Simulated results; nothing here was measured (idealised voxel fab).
Process module name: voxel tone inversion
The cross-section on display is named cut; it measures 145 nm wide, and its cells are 5 nm squares.
If you're reading a cross-section in this doc, picture square cells in a grid; it comes to you as bands, top ones listed first down to the bottom, and a band can be one or more rows of cells. Top, bottom (nm), then materials left to right with widths (nm); lone material tagged "everywhere" fills the whole band edge to edge; "empty" = empty space. We count height from 0. Below that, the starting wafer is all one material. The lowest band never ends at the bottom but goes on down; see "0 down" for how that is written. Note: "30 to 40" means the width goes from the first number (top row of the band) to the second number (bottom row) in equal steps per row of cells. For the purposes of this document, the phrase "stayed the same" attached to a step denotes that no cell within the cross-section was modified by that step. Basically, "Enclosed void inventory" tells you about the enclosed voids: empty spaces with no open way to the top, 8 cells or bigger, each written width x height at distance, where distance is from the left edge, all in nm. Heads up: the bit after the settings on a step's line is the simulator's remark on that step. "overlay nm" on a masked step: distance the mask lay right of its planned place, negative for left. Read the rest as pairs. Take the cross-section before one process step, then the cross-section after it, which shows only down to the lowest band that changed. Under the pair, find the step between them and its settings. Bear in mind that pairs may come from different runs of this module on the same starting wafer: link a pair to the pair above it only where its entry headed "Geometry before processing" says to.

[Geometry before processing]
	0 down | Si everywhere
	Enclosed void inventory: none

[Post-Step Geometry]
	5 to 0 | SiN everywhere
	Note: structure below 0 unchanged.
	Enclosed void inventory: none
It is this step that lies between the two cross-sections above: CONFORMAL_DEP | material SiN | thk nm 5

Geometry before processing: refer to the pair immediately above; the cross-section shown after its step is the state before this one.

[Post-Step Geometry]
	30 to 5 | aC everywhere
	Note: structure below 5 unchanged.
	Enclosed void inventory: none
It is this step that lies between the two cross-sections above: DIRECTIONAL_DEP | material aC | thk nm 25

Geometry before processing: refer to the pair immediately above; the cross-section shown after its step is the state before this one.

[Post-Step Geometry]
	60 to 30 | empty=30 | resist=15 | empty=20 | resist=15 | empty=20 | resist=15 | empty=30
	Note: structure below 30 unchanged.
	Enclosed void inventory: none
It is this step that lies between the two cross-sections above: PATTERN | tone cover | mask id POSTS | material resist | width nm 15 | pitch nm 35 | thk nm 30 | overlay nm 0

Geometry before processing: refer to the pair immediately above; the cross-section shown after its step is the state before this one.

[Post-Step Geometry]
	35 to 30 | empty=30 | resist=15 | empty=20 | resist=15 | empty=20 | resist=15 | empty=30
	30 to 5 | empty=30 | aC=15 | empty=20 | aC=15 | empty=20 | aC=15 | empty=30
	Note: structure below 5 unchanged.
	Enclosed void inventory: none
It is this step that lies between the two cross-sections above: DIRECTIONAL_ETCH | etch materials aC | depth nm 25

Geometry before processing: refer to the pair immediately above; the cross-section shown after its step is the state before this one.

[Post-Step Geometry]
	30 to 5 | empty=30 | aC=15 | empty=20 | aC=15 | empty=20 | aC=15 | empty=30
	Note: structure below 5 unchanged.
	Enclosed void inventory: none
It is this step that lies between the two cross-sections above: STRIP | etch materials resist

Geometry before processing: refer to the pair immediately above; the cross-section shown after its step is the state before this one.

[Post-Step Geometry]
	35 to 30 | lowk everywhere
	30 to 5 | lowk=30 | aC=15 | lowk=20 | aC=15 | lowk=20 | aC=15 | lowk=30
	Note: structure below 5 unchanged.
	Enclosed void inventory: none
It is this step that lies between the two cross-sections above: FILL_DEP | material lowk | thk nm 5

Geometry before processing: refer to the pair immediately above; the cross-section shown after its step is the state before this one.

[Post-Step Geometry]
	30 to 5 | lowk=30 | aC=15 | lowk=20 | aC=15 | lowk=20 | aC=15 | lowk=30
	Note: structure below 5 unchanged.
	Enclosed void inventory: none
It is this step that lies between the two cross-sections above: CMP | height nm 30

Geometry before processing: refer to the pair immediately above; the cross-section shown after its step is the state before this one.

[Post-Step Geometry]
	30 to 5 | lowk=30 | empty=15 | lowk=20 | empty=15 | lowk=20 | empty=15 | lowk=30
	Note: structure below 5 unchanged.
	Enclosed void inventory: none
It is this step that lies between the two cross-sections above: STRIP | etch materials aC

Geometry before processing: refer to the pair immediately above; the cross-section shown after its step is the state before this one.

[Post-Step Geometry]
	35 to 30 | TiN=35 | empty=5 | TiN=30 | empty=5 | TiN=30 | empty=5 | TiN=35
	30 to 10 | lowk=30 | TiN=5 | empty=5 | TiN=5 | lowk=20 | TiN=5 | empty=5 | TiN=5 | lowk=20 | TiN=5 | empty=5 | TiN=5 | lowk=30
	10 to 5 | lowk=30 | TiN=15 | lowk=20 | TiN=15 | lowk=20 | TiN=15 | lowk=30
	Note: structure below 5 unchanged.
	Enclosed void inventory: none
It is this step that lies between the two cross-sections above: CONFORMAL_DEP | material TiN | thk nm 5

Geometry before processing: refer to the pair immediately above; the cross-section shown after its step is the state before this one.

[Post-Step Geometry]
	40 to 35 | W everywhere
	35 to 30 | TiN=35 | W=5 | TiN=30 | W=5 | TiN=30 | W=5 | TiN=35
	30 to 10 | lowk=30 | TiN=5 | W=5 | TiN=5 | lowk=20 | TiN=5 | W=5 | TiN=5 | lowk=20 | TiN=5 | W=5 | TiN=5 | lowk=30
	Note: structure below 10 unchanged.
	Enclosed void inventory: none
It is this step that lies between the two cross-sections above: FILL_DEP | material W | thk nm 5

Geometry before processing: refer to the pair immediately above; the cross-section shown after its step is the state before this one.

[Post-Step Geometry]
	30 to 10 | lowk=30 | TiN=5 | W=5 | TiN=5 | lowk=20 | TiN=5 | W=5 | TiN=5 | lowk=20 | TiN=5 | W=5 | TiN=5 | lowk=30
	Note: structure below 10 unchanged.
	Enclosed void inventory: none
It is this step that lies between the two cross-sections above: CMP | height nm 30

Geometry before processing: refer to the pair immediately above; the cross-section shown after its step is the state before this one.

[Post-Step Geometry]
	35 to 30 | SiN everywhere
	Note: structure below 30 unchanged.
	Enclosed void inventory: none
It is this step that lies between the two cross-sections above: CONFORMAL_DEP | material SiN | thk nm 5

[Geometry before processing]
	0 down | Si everywhere
	Enclosed void inventory: none

[Post-Step Geometry]
	25 to 0 | aC everywhere
	Note: structure below 0 unchanged.
	Enclosed void inventory: none
It is this step that lies between the two cross-sections above: DIRECTIONAL_DEP | material aC | thk nm 25

Geometry before processing: refer to the pair immediately above; the cross-section shown after its step is the state before this one.

[Post-Step Geometry]
	55 to 25 | empty=30 | resist=15 | empty=20 | resist=15 | empty=20 | resist=15 | empty=30
	Note: structure below 25 unchanged.
	Enclosed void inventory: none
It is this step that lies between the two cross-sections above: PATTERN | tone cover | mask id POSTS | material resist | width nm 15 | pitch nm 35 | thk nm 30 | overlay nm 0

Geometry before processing: refer to the pair immediately above; the cross-section shown after its step is the state before this one.

[Post-Step Geometry]
	30 to 25 | empty=30 | resist=15 | empty=20 | resist=15 | empty=20 | resist=15 | empty=30
	25 to 0 | empty=30 | aC=15 | empty=20 | aC=15 | empty=20 | aC=15 | empty=30
	Note: structure below 0 unchanged.
	Enclosed void inventory: none
It is this step that lies between the two cross-sections above: DIRECTIONAL_ETCH | etch materials aC | depth nm 25

Geometry before processing: refer to the pair immediately above; the cross-section shown after its step is the state before this one.

[Post-Step Geometry]
	25 to 0 | empty=30 | aC=15 | empty=20 | aC=15 | empty=20 | aC=15 | empty=30
	Note: structure below 0 unchanged.
	Enclosed void inventory: none
It is this step that lies between the two cross-sections above: STRIP | etch materials resist

Geometry before processing: refer to the pair immediately above; the cross-section shown after its step is the state before this one.

[Post-Step Geometry]
	30 to 25 | lowk everywhere
	25 to 0 | lowk=30 | aC=15 | lowk=20 | aC=15 | lowk=20 | aC=15 | lowk=30
	Note: structure below 0 unchanged.
	Enclosed void inventory: none
It is this step that lies between the two cross-sections above: FILL_DEP | material lowk | thk nm 5

Geometry before processing: refer to the pair immediately above; the cross-section shown after its step is the state before this one.

[Post-Step Geometry]
	35 to 30 | TiN everywhere
	Note: structure below 30 unchanged.
	Enclosed void inventory: none
It is this step that lies between the two cross-sections above: CONFORMAL_DEP | material TiN | thk nm 5

Geometry before processing: refer to the pair immediately above; the cross-section shown after its step is the state before this one.

[Post-Step Geometry]
	40 to 35 | W everywhere
	Note: structure below 35 unchanged.
	Enclosed void inventory: none
It is this step that lies between the two cross-sections above: FILL_DEP | material W | thk nm 5

Geometry before processing: refer to the pair immediately above; the cross-section shown after its step is the state before this one.

[Post-Step Geometry]
	30 to 25 | lowk everywhere
	Note: structure below 25 unchanged.
	Enclosed void inventory: none
It is this step that lies between the two cross-sections above: CMP | height nm 30

Geometry before processing: refer to the pair immediately above; the cross-section shown after its step is the state before this one.

[Post-Step Geometry]
	35 to 30 | SiN everywhere
	Note: structure below 30 unchanged.
	Enclosed void inventory: none
It is this step that lies between the two cross-sections above: CONFORMAL_DEP | material SiN | thk nm 5

[Geometry before processing]
	35 to 30 | lowk everywhere
	30 to 5 | lowk=30 | aC=15 | lowk=20 | aC=15 | lowk=20 | aC=15 | lowk=30
	5 to 0 | SiN everywhere
	0 down | Si everywhere
	Enclosed void inventory: none

[Post-Step Geometry]
	40 to 30 | lowk everywhere
	Note: structure below 30 unchanged.
	Enclosed void inventory: none
It is this step that lies between the two cross-sections above: FILL_DEP | material lowk | thk nm 5

Geometry before processing: refer to the pair immediately above; the cross-section shown after its step is the state before this one.

[Post-Step Geometry]
	30 to 5 | lowk=30 | aC=15 | lowk=20 | aC=15 | lowk=20 | aC=15 | lowk=30
	Note: structure below 5 unchanged.
	Enclosed void inventory: none
It is this step that lies between the two cross-sections above: CMP | height nm 30

[Geometry before processing]
	25 to 0 | aC everywhere
	0 down | Si everywhere
	Enclosed void inventory: none

[Post-Step Geometry]
	30 to 25 | SiN everywhere
	Note: structure below 25 unchanged.
	Enclosed void inventory: none
It is this step that lies between the two cross-sections above: CONFORMAL_DEP | material SiN | thk nm 5

Geometry before processing: refer to the pair immediately above; the cross-section shown after its step is the state before this one.

[Post-Step Geometry]
	60 to 30 | empty=30 | resist=15 | empty=20 | resist=15 | empty=20 | resist=15 | empty=30
	Note: structure below 30 unchanged.
	Enclosed void inventory: none
It is this step that lies between the two cross-sections above: PATTERN | tone cover | mask id POSTS | material resist | width nm 15 | pitch nm 35 | thk nm 30 | overlay nm 0

Geometry before processing: refer to the pair immediately above; the cross-section shown after its step is the state before this one.

[Post-Step Geometry]
	35 to 30 | empty=30 | resist=15 | empty=20 | resist=15 | empty=20 | resist=15 | empty=30
	Note: structure below 30 unchanged.
	Enclosed void inventory: none
It is this step that lies between the two cross-sections above: DIRECTIONAL_ETCH | etch materials aC | depth nm 25

Geometry before processing: refer to the pair immediately above; the cross-section shown after its step is the state before this one.

[Post-Step Geometry]
	30 to 25 | SiN everywhere
	Note: structure below 25 unchanged.
	Enclosed void inventory: none
It is this step that lies between the two cross-sections above: STRIP | etch materials resist

Geometry before processing: refer to the pair immediately above; the cross-section shown after its step is the state before this one.

[Post-Step Geometry]
	35 to 30 | lowk everywhere
	Note: structure below 30 unchanged.
	Enclosed void inventory: none
It is this step that lies between the two cross-sections above: FILL_DEP | material lowk | thk nm 5

Geometry before processing: refer to the pair immediately above; the cross-section shown after its step is the state before this one.

[Post-Step Geometry]
	30 to 25 | SiN everywhere
	Note: structure below 25 unchanged.
	Enclosed void inventory: none
It is this step that lies between the two cross-sections above: CMP | height nm 30

Geometry before processing: refer to the pair immediately above; the cross-section shown after its step is the state before this one.

[Post-Step Geometry]
	35 to 30 | TiN everywhere
	Note: structure below 30 unchanged.
	Enclosed void inventory: none
It is this step that lies between the two cross-sections above: CONFORMAL_DEP | material TiN | thk nm 5

Geometry before processing: refer to the pair immediately above; the cross-section shown after its step is the state before this one.

[Post-Step Geometry]
	40 to 35 | W everywhere
	Note: structure below 35 unchanged.
	Enclosed void inventory: none
It is this step that lies between the two cross-sections above: FILL_DEP | material W | thk nm 5

Geometry before processing: refer to the pair immediately above; the cross-section shown after its step is the state before this one.

[Post-Step Geometry]
	30 to 25 | SiN everywhere
	Note: structure below 25 unchanged.
	Enclosed void inventory: none
It is this step that lies between the two cross-sections above: CMP | height nm 30

Geometry before processing: refer to the pair immediately above; the cross-section shown after its step is the state before this one.

[Post-Step Geometry]
	35 to 25 | SiN everywhere
	Note: structure below 25 unchanged.
	Enclosed void inventory: none
It is this step that lies between the two cross-sections above: CONFORMAL_DEP | material SiN | thk nm 5

[Geometry before processing]
	40 to 35 | W everywhere
	35 to 30 | TiN=35 | W=5 | TiN=30 | W=5 | TiN=30 | W=5 | TiN=35
	30 to 10 | lowk=30 | TiN=5 | W=5 | TiN=5 | lowk=20 | TiN=5 | W=5 | TiN=5 | lowk=20 | TiN=5 | W=5 | TiN=5 | lowk=30
	10 to 5 | lowk=30 | TiN=15 | lowk=20 | TiN=15 | lowk=20 | TiN=15 | lowk=30
	5 to 0 | SiN everywhere
	0 down | Si everywhere
	Enclosed void inventory: none

[Post-Step Geometry]
	35 to 30 | TiN=35 | W=5 | TiN=30 | W=5 | TiN=30 | W=5 | TiN=35
	Note: structure below 30 unchanged.
	Enclosed void inventory: none
It is this step that lies between the two cross-sections above: CMP | height nm 35

Geometry before processing: refer to the pair immediately above; the cross-section shown after its step is the state before this one.

[Post-Step Geometry]
	40 to 35 | SiN everywhere
	Note: structure below 35 unchanged.
	Enclosed void inventory: none
It is this step that lies between the two cross-sections above: CONFORMAL_DEP | material SiN | thk nm 5

[Geometry before processing]
	30 to 5 | aC everywhere
	5 to 0 | SiN everywhere
	0 down | Si everywhere
	Enclosed void inventory: none

[Post-Step Geometry]
	60 to 30 | empty=30 | resist=20 | empty=15 | resist=20 | empty=15 | resist=20 | empty=25
	Note: structure below 30 unchanged.
	Enclosed void inventory: none
It is this step that lies between the two cross-sections above: PATTERN | tone cover | mask id POSTS | material resist | width nm 20 | pitch nm 35 | thk nm 30 | overlay nm 0

Geometry before processing: refer to the pair immediately above; the cross-section shown after its step is the state before this one.

[Post-Step Geometry]
	35 to 30 | empty=30 | resist=20 | empty=15 | resist=20 | empty=15 | resist=20 | empty=25
	30 to 5 | empty=30 | aC=20 | empty=15 | aC=20 | empty=15 | aC=20 | empty=25
	Note: structure below 5 unchanged.
	Enclosed void inventory: none
It is this step that lies between the two cross-sections above: DIRECTIONAL_ETCH | etch materials aC | depth nm 25

Geometry before processing: refer to the pair immediately above; the cross-section shown after its step is the state before this one.

[Post-Step Geometry]
	30 to 5 | empty=30 | aC=20 | empty=15 | aC=20 | empty=15 | aC=20 | empty=25
	Note: structure below 5 unchanged.
	Enclosed void inventory: none
It is this step that lies between the two cross-sections above: STRIP | etch materials resist

Geometry before processing: refer to the pair immediately above; the cross-section shown after its step is the state before this one.

[Post-Step Geometry]
	35 to 30 | lowk everywhere
	30 to 5 | lowk=30 | aC=20 | lowk=15 | aC=20 | lowk=15 | aC=20 | lowk=25
	Note: structure below 5 unchanged.
	Enclosed void inventory: none
It is this step that lies between the two cross-sections above: FILL_DEP | material lowk | thk nm 5

Geometry before processing: refer to the pair immediately above; the cross-section shown after its step is the state before this one.

[Post-Step Geometry]
	30 to 5 | lowk=30 | aC=20 | lowk=15 | aC=20 | lowk=15 | aC=20 | lowk=25
	Note: structure below 5 unchanged.
	Enclosed void inventory: none
It is this step that lies between the two cross-sections above: CMP | height nm 30

Geometry before processing: refer to the pair immediately above; the cross-section shown after its step is the state before this one.

[Post-Step Geometry]
	30 to 5 | lowk=30 | empty=20 | lowk=15 | empty=20 | lowk=15 | empty=20 | lowk=25
	Note: structure below 5 unchanged.
	Enclosed void inventory: none
It is this step that lies between the two cross-sections above: STRIP | etch materials aC

Geometry before processing: refer to the pair immediately above; the cross-section shown after its step is the state before this one.

[Post-Step Geometry]
	35 to 30 | TiN=35 | empty=10 | TiN=25 | empty=10 | TiN=25 | empty=10 | TiN=30
	30 to 10 | lowk=30 | TiN=5 | empty=10 | TiN=5 | lowk=15 | TiN=5 | empty=10 | TiN=5 | lowk=15 | TiN=5 | empty=10 | TiN=5 | lowk=25
	10 to 5 | lowk=30 | TiN=20 | lowk=15 | TiN=20 | lowk=15 | TiN=20 | lowk=25
	Note: structure below 5 unchanged.
	Enclosed void inventory: none
It is this step that lies between the two cross-sections above: CONFORMAL_DEP | material TiN | thk nm 5

Geometry before processing: refer to the pair immediately above; the cross-section shown after its step is the state before this one.

[Post-Step Geometry]
	40 to 35 | W everywhere
	35 to 30 | TiN=35 | W=10 | TiN=25 | W=10 | TiN=25 | W=10 | TiN=30
	30 to 10 | lowk=30 | TiN=5 | W=10 | TiN=5 | lowk=15 | TiN=5 | W=10 | TiN=5 | lowk=15 | TiN=5 | W=10 | TiN=5 | lowk=25
	Note: structure below 10 unchanged.
	Enclosed void inventory: none
It is this step that lies between the two cross-sections above: FILL_DEP | material W | thk nm 5

Geometry before processing: refer to the pair immediately above; the cross-section shown after its step is the state before this one.

[Post-Step Geometry]
	30 to 10 | lowk=30 | TiN=5 | W=10 | TiN=5 | lowk=15 | TiN=5 | W=10 | TiN=5 | lowk=15 | TiN=5 | W=10 | TiN=5 | lowk=25
	Note: structure below 10 unchanged.
	Enclosed void inventory: none
It is this step that lies between the two cross-sections above: CMP | height nm 30

Geometry before processing: refer to the pair immediately above; the cross-section shown after its step is the state before this one.

[Post-Step Geometry]
	35 to 30 | SiN everywhere
	Note: structure below 30 unchanged.
	Enclosed void inventory: none
It is this step that lies between the two cross-sections above: CONFORMAL_DEP | material SiN | thk nm 5

[Geometry before processing]
	30 to 5 | aC everywhere
	5 to 0 | SiN everywhere
	0 down | Si everywhere
	Enclosed void inventory: none

[Post-Step Geometry]
	60 to 30 | empty=25 | resist=15 | empty=20 | resist=15 | empty=20 | resist=15 | empty=35
	Note: structure below 30 unchanged.
	Enclosed void inventory: none
It is this step that lies between the two cross-sections above: PATTERN | tone cover | mask id POSTS | material resist | width nm 15 | pitch nm 35 | thk nm 30 | overlay nm -5

Geometry before processing: refer to the pair immediately above; the cross-section shown after its step is the state before this one.

[Post-Step Geometry]
	35 to 30 | empty=25 | resist=15 | empty=20 | resist=15 | empty=20 | resist=15 | empty=35
	30 to 5 | empty=25 | aC=15 | empty=20 | aC=15 | empty=20 | aC=15 | empty=35
	Note: structure below 5 unchanged.
	Enclosed void inventory: none
It is this step that lies between the two cross-sections above: DIRECTIONAL_ETCH | etch materials aC | depth nm 25

Geometry before processing: refer to the pair immediately above; the cross-section shown after its step is the state before this one.

[Post-Step Geometry]
	30 to 5 | empty=25 | aC=15 | empty=20 | aC=15 | empty=20 | aC=15 | empty=35
	Note: structure below 5 unchanged.
	Enclosed void inventory: none
It is this step that lies between the two cross-sections above: STRIP | etch materials resist

Geometry before processing: refer to the pair immediately above; the cross-section shown after its step is the state before this one.

[Post-Step Geometry]
	35 to 30 | lowk everywhere
	30 to 5 | lowk=25 | aC=15 | lowk=20 | aC=15 | lowk=20 | aC=15 | lowk=35
	Note: structure below 5 unchanged.
	Enclosed void inventory: none
It is this step that lies between the two cross-sections above: FILL_DEP | material lowk | thk nm 5

Geometry before processing: refer to the pair immediately above; the cross-section shown after its step is the state before this one.

[Post-Step Geometry]
	30 to 5 | lowk=25 | aC=15 | lowk=20 | aC=15 | lowk=20 | aC=15 | lowk=35
	Note: structure below 5 unchanged.
	Enclosed void inventory: none
It is this step that lies between the two cross-sections above: CMP | height nm 30

Geometry before processing: refer to the pair immediately above; the cross-section shown after its step is the state before this one.

[Post-Step Geometry]
	30 to 5 | lowk=25 | empty=15 | lowk=20 | empty=15 | lowk=20 | empty=15 | lowk=35
	Note: structure below 5 unchanged.
	Enclosed void inventory: none
It is this step that lies between the two cross-sections above: STRIP | etch materials aC

Geometry before processing: refer to the pair immediately above; the cross-section shown after its step is the state before this one.

[Post-Step Geometry]
	35 to 30 | TiN=30 | empty=5 | TiN=30 | empty=5 | TiN=30 | empty=5 | TiN=40
	30 to 10 | lowk=25 | TiN=5 | empty=5 | TiN=5 | lowk=20 | TiN=5 | empty=5 | TiN=5 | lowk=20 | TiN=5 | empty=5 | TiN=5 | lowk=35
	10 to 5 | lowk=25 | TiN=15 | lowk=20 | TiN=15 | lowk=20 | TiN=15 | lowk=35
	Note: structure below 5 unchanged.
	Enclosed void inventory: none
It is this step that lies between the two cross-sections above: CONFORMAL_DEP | material TiN | thk nm 5

Geometry before processing: refer to the pair immediately above; the cross-section shown after its step is the state before this one.

[Post-Step Geometry]
	40 to 35 | W everywhere
	35 to 30 | TiN=30 | W=5 | TiN=30 | W=5 | TiN=30 | W=5 | TiN=40
	30 to 10 | lowk=25 | TiN=5 | W=5 | TiN=5 | lowk=20 | TiN=5 | W=5 | TiN=5 | lowk=20 | TiN=5 | W=5 | TiN=5 | lowk=35
	Note: structure below 10 unchanged.
	Enclosed void inventory: none
It is this step that lies between the two cross-sections above: FILL_DEP | material W | thk nm 5

Geometry before processing: refer to the pair immediately above; the cross-section shown after its step is the state before this one.

[Post-Step Geometry]
	30 to 10 | lowk=25 | TiN=5 | W=5 | TiN=5 | lowk=20 | TiN=5 | W=5 | TiN=5 | lowk=20 | TiN=5 | W=5 | TiN=5 | lowk=35
	Note: structure below 10 unchanged.
	Enclosed void inventory: none
It is this step that lies between the two cross-sections above: CMP | height nm 30

Geometry before processing: refer to the pair immediately above; the cross-section shown after its step is the state before this one.

[Post-Step Geometry]
	35 to 30 | SiN everywhere
	Note: structure below 30 unchanged.
	Enclosed void inventory: none
It is this step that lies between the two cross-sections above: CONFORMAL_DEP | material SiN | thk nm 5

[Geometry before processing]
	30 to 5 | lowk=30 | empty=15 | lowk=20 | empty=15 | lowk=20 | empty=15 | lowk=30
	5 to 0 | SiN everywhere
	0 down | Si everywhere
	Enclosed void inventory: none

[Post-Step Geometry]
	35 to 30 | SiN=35 | empty=5 | SiN=30 | empty=5 | SiN=30 | empty=5 | SiN=35
	30 to 10 | lowk=30 | SiN=5 | empty=5 | SiN=5 | lowk=20 | SiN=5 | empty=5 | SiN=5 | lowk=20 | SiN=5 | empty=5 | SiN=5 | lowk=30
	10 to 5 | lowk=30 | SiN=15 | lowk=20 | SiN=15 | lowk=20 | SiN=15 | lowk=30
	Note: structure below 5 unchanged.
	Enclosed void inventory: none
It is this step that lies between the two cross-sections above: CONFORMAL_DEP | material SiN | thk nm 5

Geometry before processing: refer to the pair immediately above; the cross-section shown after its step is the state before this one.

[Post-Step Geometry]
	40 to 35 | W everywhere
	35 to 30 | SiN=35 | W=5 | SiN=30 | W=5 | SiN=30 | W=5 | SiN=35
	30 to 10 | lowk=30 | SiN=5 | W=5 | SiN=5 | lowk=20 | SiN=5 | W=5 | SiN=5 | lowk=20 | SiN=5 | W=5 | SiN=5 | lowk=30
	Note: structure below 10 unchanged.
	Enclosed void inventory: none
It is this step that lies between the two cross-sections above: FILL_DEP | material W | thk nm 5

Geometry before processing: refer to the pair immediately above; the cross-section shown after its step is the state before this one.

[Post-Step Geometry]
	30 to 10 | lowk=30 | SiN=5 | W=5 | SiN=5 | lowk=20 | SiN=5 | W=5 | SiN=5 | lowk=20 | SiN=5 | W=5 | SiN=5 | lowk=30
	Note: structure below 10 unchanged.
	Enclosed void inventory: none
It is this step that lies between the two cross-sections above: CMP | height nm 30

Geometry before processing: refer to the pair immediately above; the cross-section shown after its step is the state before this one.

[Post-Step Geometry]
	35 to 30 | SiN everywhere
	Note: structure below 30 unchanged.
	Enclosed void inventory: none
It is this step that lies between the two cross-sections above: CONFORMAL_DEP | material SiN | thk nm 5

[Geometry before processing]
	30 to 5 | aC everywhere
	5 to 0 | SiN everywhere
	0 down | Si everywhere
	Enclosed void inventory: none

[Post-Step Geometry]
	60 to 30 | resist=30 | empty=15 | resist=20 | empty=15 | resist=20 | empty=15 | resist=30
	Note: structure below 30 unchanged.
	Enclosed void inventory: none
It is this step that lies between the two cross-sections above: PATTERN | tone open | mask id POSTS | material resist | width nm 15 | pitch nm 35 | thk nm 30 | overlay nm 0

Geometry before processing: refer to the pair immediately above; the cross-section shown after its step is the state before this one.

[Post-Step Geometry]
	35 to 30 | resist=30 | empty=15 | resist=20 | empty=15 | resist=20 | empty=15 | resist=30
	30 to 5 | aC=30 | empty=15 | aC=20 | empty=15 | aC=20 | empty=15 | aC=30
	Note: structure below 5 unchanged.
	Enclosed void inventory: none
It is this step that lies between the two cross-sections above: DIRECTIONAL_ETCH | etch materials aC | depth nm 25

Geometry before processing: refer to the pair immediately above; the cross-section shown after its step is the state before this one.

[Post-Step Geometry]
	30 to 5 | aC=30 | empty=15 | aC=20 | empty=15 | aC=20 | empty=15 | aC=30
	Note: structure below 5 unchanged.
	Enclosed void inventory: none
It is this step that lies between the two cross-sections above: STRIP | etch materials resist

Geometry before processing: refer to the pair immediately above; the cross-section shown after its step is the state before this one.

[Post-Step Geometry]
	35 to 30 | lowk everywhere
	30 to 5 | aC=30 | lowk=15 | aC=20 | lowk=15 | aC=20 | lowk=15 | aC=30
	Note: structure below 5 unchanged.
	Enclosed void inventory: none
It is this step that lies between the two cross-sections above: FILL_DEP | material lowk | thk nm 5

Geometry before processing: refer to the pair immediately above; the cross-section shown after its step is the state before this one.

[Post-Step Geometry]
	30 to 5 | aC=30 | lowk=15 | aC=20 | lowk=15 | aC=20 | lowk=15 | aC=30
	Note: structure below 5 unchanged.
	Enclosed void inventory: none
It is this step that lies between the two cross-sections above: CMP | height nm 30

Geometry before processing: refer to the pair immediately above; the cross-section shown after its step is the state before this one.

[Post-Step Geometry]
	30 to 5 | empty=30 | lowk=15 | empty=20 | lowk=15 | empty=20 | lowk=15 | empty=30
	Note: structure below 5 unchanged.
	Enclosed void inventory: none
It is this step that lies between the two cross-sections above: STRIP | etch materials aC

Geometry before processing: refer to the pair immediately above; the cross-section shown after its step is the state before this one.

[Post-Step Geometry]
	35 to 30 | empty=25 | TiN=25 | empty=10 | TiN=25 | empty=10 | TiN=25 | empty=25
	30 to 10 | empty=25 | TiN=5 | lowk=15 | TiN=5 | empty=10 | TiN=5 | lowk=15 | TiN=5 | empty=10 | TiN=5 | lowk=15 | TiN=5 | empty=25
	10 to 5 | TiN=30 | lowk=15 | TiN=20 | lowk=15 | TiN=20 | lowk=15 | TiN=30
	Note: structure below 5 unchanged.
	Enclosed void inventory: none
It is this step that lies between the two cross-sections above: CONFORMAL_DEP | material TiN | thk nm 5

Geometry before processing: refer to the pair immediately above; the cross-section shown after its step is the state before this one.

[Post-Step Geometry]
	40 to 35 | W everywhere
	35 to 30 | W=25 | TiN=25 | W=10 | TiN=25 | W=10 | TiN=25 | W=25
	30 to 10 | W=25 | TiN=5 | lowk=15 | TiN=5 | W=10 | TiN=5 | lowk=15 | TiN=5 | W=10 | TiN=5 | lowk=15 | TiN=5 | W=25
	Note: structure below 10 unchanged.
	Enclosed void inventory: none
It is this step that lies between the two cross-sections above: FILL_DEP | material W | thk nm 5

Geometry before processing: refer to the pair immediately above; the cross-section shown after its step is the state before this one.

[Post-Step Geometry]
	30 to 10 | W=25 | TiN=5 | lowk=15 | TiN=5 | W=10 | TiN=5 | lowk=15 | TiN=5 | W=10 | TiN=5 | lowk=15 | TiN=5 | W=25
	Note: structure below 10 unchanged.
	Enclosed void inventory: none
It is this step that lies between the two cross-sections above: CMP | height nm 30

Geometry before processing: refer to the pair immediately above; the cross-section shown after its step is the state before this one.

[Post-Step Geometry]
	35 to 30 | SiN everywhere
	Note: structure below 30 unchanged.
	Enclosed void inventory: none
It is this step that lies between the two cross-sections above: CONFORMAL_DEP | material SiN | thk nm 5
